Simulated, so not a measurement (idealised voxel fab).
A process module follows: voxel wiring stack.
Xsec cut, 270 nm wide, square cell size 5 nm.
Cross-sections here: square-cell grids, written as top-down lists of bands, a band being one or more rows of cells.
A band entry consists of two parts. The first gives the height of the band's top and the height of its bottom, in nm. The rest lists the band's materials from left to right, each with its width in nm. A single material labelled with the word "everywhere" fills the band from edge to edge, and the word "empty" marks empty space.
Convention: height 0 is the level below which the wafer, as received, is all one material. The lowest band does not terminate at the bottom but continues downward, represented as "0 nm and below".
When a width is written as two numbers, as in "30 to 40", the first number is the width in the top row of cells of the band and the second is the width in its bottom row, and the width changes by the same amount from each row to the next.
Reading "remains unaltered" for a step: not a cell of the cross-section changed in it.
The list in "Sealed internal cavities" covers empty spaces of 8 cells or more that cannot reach the top through any open way, and it gives each as width x height at distance; the distance is from the left edge, and width, height and distance are in nm.
The remark found on a step's line after its settings is issued by the simulator itself and pertains to that step.
"overlay nm" denotes, for a step that has a mask, the displacement of the mask to the right of its planned place, with negative values corresponding to the left.

Planned step list for the process
1,RECEIVE [material Si]
2,CONFORMAL_DEP [material SiO2] [thk nm 10]
3,CONFORMAL_DEP [material SiCN] [thk nm 5]
4,DIRECTIONAL_DEP [material SiO2] [thk nm 20]
5,DIRECTIONAL_DEP [material aC] [thk nm 10]
6,PATTERN [tone open] [mask id METAL_1] [material resist] [width nm 20] [pitch nm 45] [thk nm 30] [overlay nm 0]
7,DIRECTIONAL_ETCH [etch materials aC] [depth nm 10]
8,STRIP [etch materials resist]
9,DIRECTIONAL_ETCH [etch materials SiO2] [depth nm 20]
10,DIRECTIONAL_ETCH [etch materials SiCN] [depth nm 5]
11,STRIP [etch materials aC]
12,CONFORMAL_DEP [material TiN] [thk nm 5]
13,FILL_DEP [material Cu] [thk nm 10]
14,CMP [height nm 35]
15,EPI [material Ru] [thk nm 5]
16,FILL_DEP [material SiCN] [thk nm 5]
17,DIRECTIONAL_DEP [material SiO2] [thk nm 20]
18,PATTERN [tone open] [mask id PLUG_1] [material resist] [width nm 15] [thk nm 15] [overlay nm 0]
19,DIRECTIONAL_ETCH [etch materials SiO2] [depth nm 20]
20,DIRECTIONAL_ETCH [etch materials SiCN] [depth nm 5]
21,STRIP [etch materials resist]
22,CONFORMAL_DEP [material TiN] [thk nm 5]
23,FILL_DEP [material Ru] [thk nm 5]
24,CMP [height nm 65]
25,DIRECTIONAL_DEP [material TiN] [thk nm 5]
26,DIRECTIONAL_DEP [material Ru] [thk nm 25]
27,MASKED_ETCH [tone cover] [mask id METAL_2] [width nm 20] [pitch nm 45] [etch materials Ru] [depth nm 25] [overlay nm 0]
28,MASKED_ETCH [tone cover] [mask id METAL_2] [width nm 20] [pitch nm 45] [etch materials TiN] [depth nm 5] [overlay nm 0]
29,CONFORMAL_DEP [material SiN] [thk nm 5]
30,FILL_DEP [material lowk] [thk nm 5]
31,CMP [height nm 95]
32,CONFORMAL_DEP [material SiCN] [thk nm 5]
33,DIRECTIONAL_DEP [material SiO2] [thk nm 15]
34,PATTERN [tone open] [mask id PLUG_2] [material resist] [width nm 15] [pitch nm 45] [thk nm 15] [overlay nm 0]
35,DIRECTIONAL_ETCH [etch materials SiO2] [depth nm 15]
36,DIRECTIONAL_ETCH [etch materials SiCN] [depth nm 5]
37,STRIP [etch materials resist]
38,CONFORMAL_DEP [material TiN] [thk nm 5]
39,FILL_DEP [material Ru] [thk nm 10]
40,CMP [height nm 115]
41,DIRECTIONAL_DEP [material TiN] [thk nm 5]
42,DIRECTIONAL_DEP [material Ru] [thk nm 15]
43,MASKED_ETCH [tone cover] [mask id METAL_3] [width nm 20] [pitch nm 45] [etch materials Ru] [depth nm 15] [overlay nm 0]
44,MASKED_ETCH [tone cover] [mask id METAL_3] [width nm 20] [pitch nm 45] [etch materials TiN] [depth nm 5] [overlay nm 0]
45,CONFORMAL_DEP [material SiCN] [thk nm 5]
46,FILL_DEP [material SiO2] [thk nm 10]
47,CMP [height nm 135]
48,CONFORMAL_DEP [material SiCN] [thk nm 5]

Cross-section of the incoming wafer, state after step 1
0 nm and below = Si everywhere
Sealed internal cavities: none

One mistake in running the module, otherwise start and plan as above: cross-section at the end
140 nm to 135 nm = SiCN everywhere
135 nm to 120 nm = SiO2: 95; SiCN: 5; Ru: 20; SiCN: 5; SiO2: 15; SiCN: 5; Ru: 20; SiCN: 5; SiO2: 100
120 nm to 115 nm = SiCN: 100; TiN: 20; SiCN: 25; TiN: 20; SiCN: 105
115 nm to 100 nm = SiO2: 100; TiN: 5; Ru: 5; TiN: 5; SiO2: 30; TiN: 5; Ru: 5; TiN: 5; SiO2: 110
100 nm to 95 nm = SiCN: 100; TiN: 15; SiCN: 30; TiN: 15; SiCN: 110
95 nm to 70 nm = lowk: 95; SiN: 5; Ru: 20; SiN: 5; lowk: 15; SiN: 5; Ru: 20; SiN: 5; lowk: 100
70 nm to 65 nm = SiN: 100; TiN: 20; SiN: 25; TiN: 20; SiN: 105
65 nm to 45 nm = SiO2: 100; TiN: 5; Ru: 5; TiN: 5; SiO2: 155
45 nm to 40 nm = SiCN: 100; TiN: 15; SiCN: 155
40 nm to 35 nm = SiCN: 95; Ru: 30; SiCN: 15; Ru: 30; SiCN: 100
35 nm to 30 nm = SiCN: 100; TiN: 20; SiCN: 25; TiN: 20; SiCN: 105
30 nm to 0 nm = SiO2 everywhere
0 nm and below = Si everywhere
Sealed internal cavities: none
Which mistake was made when the wafer was run? steps 3 and 4 of the plan were each performed in the slot designated for the other
